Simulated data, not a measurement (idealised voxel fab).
Process module in this document: voxel quadruple lines
Square cells of 5 nm make up the cross-section cut, whose width is 290 nm.
The cross-sections in this document take the form of a grid made of square cells. They are written out as bands, in order from top to bottom. Each band consists of one or more rows of cells.
Basically the band line says how high the top is and how high the bottom is, in nm, and then what's in it from left to right, every material with its width in nm. Empty space shows up as "air", and if a single material carries "throughout" it runs the full band edge to edge.
Height reference: 0 = level under which incoming wafer is all one material. Lowest band: no bottom, runs on downward, e.g. "z 0 and below".
Graded width ("30->40"): value in top row of band = first number; value in bottom row = second number; row-to-row change constant.
Step marked "changes: none"? Then no cell in the cross-section changed in it.
The list in "Closed internal cavities" covers empty spaces of 8 cells or more that cannot reach the top through any open way, and it gives each as width x height at distance; the distance is from the left edge, and width, height and distance are in nm.
Post-settings text on a step line: simulator's own remark regarding the step.
The line of a step may include "overlay nm". On a step with a mask, this value is how far to the right of its planned place the mask lay. A negative value means the mask lay to the left.

The steps planned for the process are as follows:
1: RECEIVE: material Si
2: CONFORMAL_DEP: material SiO2, thk nm 10
3: DIRECTIONAL_DEP: material Ru, thk nm 10
4: DIRECTIONAL_DEP: material polySi, thk nm 15
5: DIRECTIONAL_DEP: material aC, thk nm 20
6: PATTERN: tone cover, mask id MANDREL, material resist, width nm 20, thk nm 25, overlay nm 0
7: DIRECTIONAL_ETCH: etch materials aC, depth nm 20
8: STRIP: etch materials resist
9: CONFORMAL_DEP: material SiO2, thk nm 10
10: DIRECTIONAL_ETCH: etch materials SiO2, depth nm 10
11: STRIP: etch materials aC
12: DIRECTIONAL_ETCH: etch materials polySi, depth nm 15
13: STRIP: etch materials SiO2
14: CONFORMAL_DEP: material SiCN, thk nm 5
15: DIRECTIONAL_ETCH: etch materials SiCN, depth nm 5
16: STRIP: etch materials polySi
17: DIRECTIONAL_ETCH: etch materials Ru, depth nm 10
18: STRIP: etch materials SiCN
19: FILL_DEP: material SiO2, thk nm 10
20: CMP: height nm 20

First wafer out of two, processed as planned:

Cross-section of the incoming wafer, state after step 1:
- z 0 and below | Si throughout
- Closed internal cavities: none

Upon completion of step 2, the wafer appears in cross-section as shown:
- z 10 to 0 | SiO2 throughout
- Everything under 0 stays put, no change at all.

Upon completion of step 3, the wafer appears in cross-section as shown:
- z 20 to 10 | Ru throughout
- Everything under 10 stays put, no change at all.

Upon completion of step 4, the wafer appears in cross-section as shown:
- z 35 to 20 | polySi throughout
- Everything under 20 stays put, no change at all.

Upon completion of step 5, the wafer appears in cross-section as shown:
- z 55 to 35 | aC throughout
- Everything under 35 stays put, no change at all.

Upon completion of step 6, the wafer appears in cross-section as shown:
- z 80 to 55 | air 135; resist 20; air 135
- Everything under 55 stays put, no change at all.

Upon completion of step 7, the wafer appears in cross-section as shown:
- z 60 to 55 | air 135; resist 20; air 135
- z 55 to 35 | air 135; aC 20; air 135
- Everything under 35 stays put, no change at all.

Upon completion of step 8, the wafer appears in cross-section as shown:
- z 55 to 35 | air 135; aC 20; air 135
- Everything under 35 stays put, no change at all.

Upon completion of step 9, the wafer appears in cross-section as shown:
- z 65 to 55 | air 125; SiO2 40; air 125
- z 55 to 45 | air 125; SiO2 10; aC 20; SiO2 10; air 125
- z 45 to 35 | SiO2 135; aC 20; SiO2 135
- Everything under 35 stays put, no change at all.

Upon completion of step 10, the wafer appears in cross-section as shown:
- z 55 to 35 | air 125; SiO2 10; aC 20; SiO2 10; air 125
- Everything under 35 stays put, no change at all.

Upon completion of step 11, the wafer appears in cross-section as shown:
- z 55 to 35 | air 125; SiO2 10; air 20; SiO2 10; air 125
- Everything under 35 stays put, no change at all.

Upon completion of step 12, the wafer appears in cross-section as shown:
- z 55 to 35 | air 125; SiO2 10; air 20; SiO2 10; air 125
- z 35 to 20 | air 125; polySi 10; air 20; polySi 10; air 125
- Everything under 20 stays put, no change at all.

Upon completion of step 13, the wafer appears in cross-section as shown:
- z 35 to 20 | air 125; polySi 10; air 20; polySi 10; air 125
- Everything under 20 stays put, no change at all.

Upon completion of step 14, the wafer appears in cross-section as shown:
- z 40 to 35 | air 120; SiCN 20; air 10; SiCN 20; air 120
- z 35 to 25 | air 120; SiCN 5; polySi 10; SiCN 5; air 10; SiCN 5; polySi 10; SiCN 5; air 120
- z 25 to 20 | SiCN 125; polySi 10; SiCN 20; polySi 10; SiCN 125
- Everything under 20 stays put, no change at all.

Upon completion of step 15, the wafer appears in cross-section as shown:
- z 35 to 20 | air 120; SiCN 5; polySi 10; SiCN 5; air 10; SiCN 5; polySi 10; SiCN 5; air 120
- Everything under 20 stays put, no change at all.

Upon completion of step 16, the wafer appears in cross-section as shown:
- z 35 to 20 | air 120; SiCN 5; air 10; SiCN 5; air 10; SiCN 5; air 10; SiCN 5; air 120
- Everything under 20 stays put, no change at all.

Upon completion of step 17, the wafer appears in cross-section as shown:
- z 35 to 20 | air 120; SiCN 5; air 10; SiCN 5; air 10; SiCN 5; air 10; SiCN 5; air 120
- z 20 to 10 | air 120; Ru 5; air 10; Ru 5; air 10; Ru 5; air 10; Ru 5; air 120
- Everything under 10 stays put, no change at all.

Upon completion of step 18, the wafer appears in cross-section as shown:
- z 20 to 10 | air 120; Ru 5; air 10; Ru 5; air 10; Ru 5; air 10; Ru 5; air 120
- Everything under 10 stays put, no change at all.

Upon completion of step 19, the wafer appears in cross-section as shown:
- z 30 to 20 | SiO2 throughout
- z 20 to 10 | SiO2 120; Ru 5; SiO2 10; Ru 5; SiO2 10; Ru 5; SiO2 10; Ru 5; SiO2 120
- Everything under 10 stays put, no change at all.

Upon completion of step 20, the wafer appears in cross-section as shown:
- z 20 to 10 | SiO2 120; Ru 5; SiO2 10; Ru 5; SiO2 10; Ru 5; SiO2 10; Ru 5; SiO2 120
- Everything under 10 stays put, no change at all.

What follows concerns the second wafer, which started out like the first and was meant to follow the very same plan; one mistake crept in when it was run, but everything up to and including step 1 is the same as for the first wafer:

Second wafer cross-section, taken as of the time the plan sets for step 2 to be done: changes: none

Second wafer cross-section, taken as of the time the plan sets for step 3 to be done:
- z 10 to 0 | Ru throughout
- Everything under 0 stays put, no change at all.

Second wafer cross-section, taken as of the time the plan sets for step 4 to be done:
- z 25 to 10 | polySi throughout
- Everything under 10 stays put, no change at all.

Second wafer cross-section, taken as of the time the plan sets for step 5 to be done:
- z 45 to 25 | aC throughout
- Everything under 25 stays put, no change at all.

Second wafer cross-section, taken as of the time the plan sets for step 6 to be done:
- z 70 to 45 | air 135; resist 20; air 135
- Everything under 45 stays put, no change at all.

Second wafer cross-section, taken as of the time the plan sets for step 7 to be done:
- z 50 to 45 | air 135; resist 20; air 135
- z 45 to 25 | air 135; aC 20; air 135
- Everything under 25 stays put, no change at all.

Second wafer cross-section, taken as of the time the plan sets for step 8 to be done:
- z 45 to 25 | air 135; aC 20; air 135
- Everything under 25 stays put, no change at all.

Second wafer cross-section, taken as of the time the plan sets for step 9 to be done:
- z 55 to 45 | air 125; SiO2 40; air 125
- z 45 to 35 | air 125; SiO2 10; aC 20; SiO2 10; air 125
- z 35 to 25 | SiO2 135; aC 20; SiO2 135
- Everything under 25 stays put, no change at all.

Second wafer cross-section, taken as of the time the plan sets for step 10 to be done:
- z 45 to 25 | air 125; SiO2 10; aC 20; SiO2 10; air 125
- Everything under 25 stays put, no change at all.

Second wafer cross-section, taken as of the time the plan sets for step 11 to be done:
- z 45 to 25 | air 125; SiO2 10; air 20; SiO2 10; air 125
- Everything under 25 stays put, no change at all.

Second wafer cross-section, taken as of the time the plan sets for step 12 to be done:
- z 45 to 25 | air 125; SiO2 10; air 20; SiO2 10; air 125
- z 25 to 10 | air 125; polySi 10; air 20; polySi 10; air 125
- Everything under 10 stays put, no change at all.

Second wafer cross-section, taken as of the time the plan sets for step 13 to be done:
- z 25 to 10 | air 125; polySi 10; air 20; polySi 10; air 125
- Everything under 10 stays put, no change at all.

Second wafer cross-section, taken as of the time the plan sets for step 14 to be done:
- z 30 to 25 | air 120; SiCN 20; air 10; SiCN 20; air 120
- z 25 to 15 | air 120; SiCN 5; polySi 10; SiCN 5; air 10; SiCN 5; polySi 10; SiCN 5; air 120
- z 15 to 10 | SiCN 125; polySi 10; SiCN 20; polySi 10; SiCN 125
- Everything under 10 stays put, no change at all.

Second wafer cross-section, taken as of the time the plan sets for step 15 to be done:
- z 25 to 10 | air 120; SiCN 5; polySi 10; SiCN 5; air 10; SiCN 5; polySi 10; SiCN 5; air 120
- Everything under 10 stays put, no change at all.

Second wafer cross-section, taken as of the time the plan sets for step 16 to be done:
- z 25 to 10 | air 120; SiCN 5; air 10; SiCN 5; air 10; SiCN 5; air 10; SiCN 5; air 120
- Everything under 10 stays put, no change at all.

Second wafer cross-section, taken as of the time the plan sets for step 17 to be done:
- z 25 to 10 | air 120; SiCN 5; air 10; SiCN 5; air 10; SiCN 5; air 10; SiCN 5; air 120
- z 10 to 0 | air 120; Ru 5; air 10; Ru 5; air 10; Ru 5; air 10; Ru 5; air 120
- Everything under 0 stays put, no change at all.

Second wafer cross-section, taken as of the time the plan sets for step 18 to be done:
- z 10 to 0 | air 120; Ru 5; air 10; Ru 5; air 10; Ru 5; air 10; Ru 5; air 120
- Everything under 0 stays put, no change at all.

Second wafer cross-section, taken as of the time the plan sets for step 19 to be done:
- z 20 to 10 | SiO2 throughout
- z 10 to 0 | SiO2 120; Ru 5; SiO2 10; Ru 5; SiO2 10; Ru 5; SiO2 10; Ru 5; SiO2 120
- Everything under 0 stays put, no change at all.

Second wafer cross-section, taken as of the time the plan sets for step 20 to be done: changes: none
Run error: it should be noted that step 2 of the plan was omitted and was not performed
At the end, each material covers as many cells on the second wafer as it does on the first, though the cells it covers are elsewhere.
